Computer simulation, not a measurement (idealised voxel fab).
Process module heading - voxel local oxidation
Shown is cross-section cut, with a width of 250 nm and square cells of size 5 nm.
This document writes a cross-section as a grid whose cells are square, and gives it as bands, listed from the top down; one or more rows of cells form a band.
This entry defines a band. It first specifies the height of the band's top and the height of its bottom in nm, and then specifies the band's materials from left to right, stating each material with its width in nm. The word "full width" identifies a single material that fills the band from edge to edge, while the word "empty" identifies empty space.
Counting heights begins at 0, where everything beneath is, in the wafer as received, one material. The lowest band has no bottom; it goes on downwards, as "0 down" shows.
A width given as "30..40" starts at the first number in the band's top row and ends at the second number in its bottom row, shifting by an equal amount at every step from row to row.
You'll sometimes find "remained unchanged" written for a step, and that's the way of saying that nowhere in the cross-section did a cell change during that step.
Empty spaces without an open route to the top, at least 8 cells in extent, make up the entry "Closed empty spaces"; each is given as width x height at distance, where the distance is measured from the left edge, and all are in nm.
Past the settings on a step's line: simulator remark, on that step.
overlay nm, on a step with a mask: how far to the right of its planned place the mask lay; to the left if negative

[The following list gives the planned process steps]
step 1: RECEIVE, material Si
step 2: OXIDIZE, depth nm 5
step 3: CONFORMAL_DEP, material SiN, thk nm 10
step 4: DIRECTIONAL_DEP, material aC, thk nm 10
step 5: PATTERN, tone cover, mask id ACTIVE, material resist, width nm 90, thk nm 25, overlay nm 0
step 6: DIRECTIONAL_ETCH, etch materials aC, depth nm 10
step 7: STRIP, etch materials resist
step 8: DIRECTIONAL_ETCH, etch materials SiN, depth nm 10
step 9: STRIP, etch materials aC
step 10: SELECTIVE_ETCH, etch materials SiO2, depth nm 5
step 11: OXIDIZE, depth nm 10
step 12: STRIP, etch materials SiN

[first wafer, as planned]

[This is the cross-section of the wafer as we received it, i.e. after step 1]
- 0 down | Si full width
- Closed empty spaces: none

[Upon completion of step 2, the wafer appears in cross-section as shown]
- 0 to -5 | SiO2 full width
- Note: structure below -5 unchanged.

[Upon completion of step 3, the wafer appears in cross-section as shown]
- 10 to 0 | SiN full width
- Note: structure below 0 unchanged.

[Upon completion of step 4, the wafer appears in cross-section as shown]
- 20 to 10 | aC full width
- Note: structure below 10 unchanged.

[Upon completion of step 5, the wafer appears in cross-section as shown]
- 45 to 20 | empty=80  resist=90  empty=80
- Note: structure below 20 unchanged.

[Upon completion of step 6, the wafer appears in cross-section as shown]
- 35 to 20 | empty=80  resist=90  empty=80
- 20 to 10 | empty=80  aC=90  empty=80
- Note: structure below 10 unchanged.

[Upon completion of step 7, the wafer appears in cross-section as shown]
- 20 to 10 | empty=80  aC=90  empty=80
- Note: structure below 10 unchanged.

[Upon completion of step 8, the wafer appears in cross-section as shown]
- 20 to 10 | empty=80  aC=90  empty=80
- 10 to 0 | empty=80  SiN=90  empty=80
- Note: structure below 0 unchanged.

[Upon completion of step 9, the wafer appears in cross-section as shown]
- 10 to 0 | empty=80  SiN=90  empty=80
- Note: structure below 0 unchanged.

[Upon completion of step 10, the wafer appears in cross-section as shown]
- 10 to 0 | empty=80  SiN=90  empty=80
- 0 to -5 | empty=85  SiO2=80  empty=85
- Note: structure below -5 unchanged.

[Upon completion of step 11, the wafer appears in cross-section as shown]
- 10 to 0 | empty=80  SiN=90  empty=80
- 0 to -5 | empty=85  SiO2=80  empty=85
- -5 to -15 | SiO2=95  Si=60  SiO2=95
- Note: structure below -15 unchanged.

[Upon completion of step 12, the wafer appears in cross-section as shown]
- 0 to -5 | empty=85  SiO2=80  empty=85
- Note: structure below -5 unchanged.

[Companion wafer, the second of two: same beginning, same intended sequence, one mistake in carrying it out; through step 7 inclusive it tracks the first exactly]

[Cross-section of the second wafer at the time step 8 of the plan should have ended]
- 20 to 10 | empty=80  aC=90  empty=80
- 10 to 0 | empty=80  SiN=90  empty=80
- Note: structure below 0 unchanged.

[Cross-section of the second wafer at the time step 9 of the plan should have ended]
- 10 to 0 | empty=80  SiN=90  empty=80
- Note: structure below 0 unchanged.

[Cross-section of the second wafer at the time step 10 of the plan should have ended]
- 10 to 0 | empty=80  SiN=90  empty=80
- 0 to -5 | empty=85  SiO2=80  empty=85
- Note: structure below -5 unchanged.

[Cross-section of the second wafer at the time step 11 of the plan should have ended]
- 10 to 0 | empty=80  SiN=90  empty=80
- 0 to -5 | empty=85  SiO2=80  empty=85
- -5 to -15 | SiO2=95  Si=60  SiO2=95
- Note: structure below -15 unchanged.

[Cross-section of the second wafer at the time step 12 of the plan should have ended]
- 0 to -5 | empty=85  SiO2=80  empty=85
- Note: structure below -5 unchanged.
Short version of what went wrong: step 8 in the plan was executed twice
Honestly, by the end the two wafers have the same cross-section, so the mistake just doesn't show up in what this model computes.
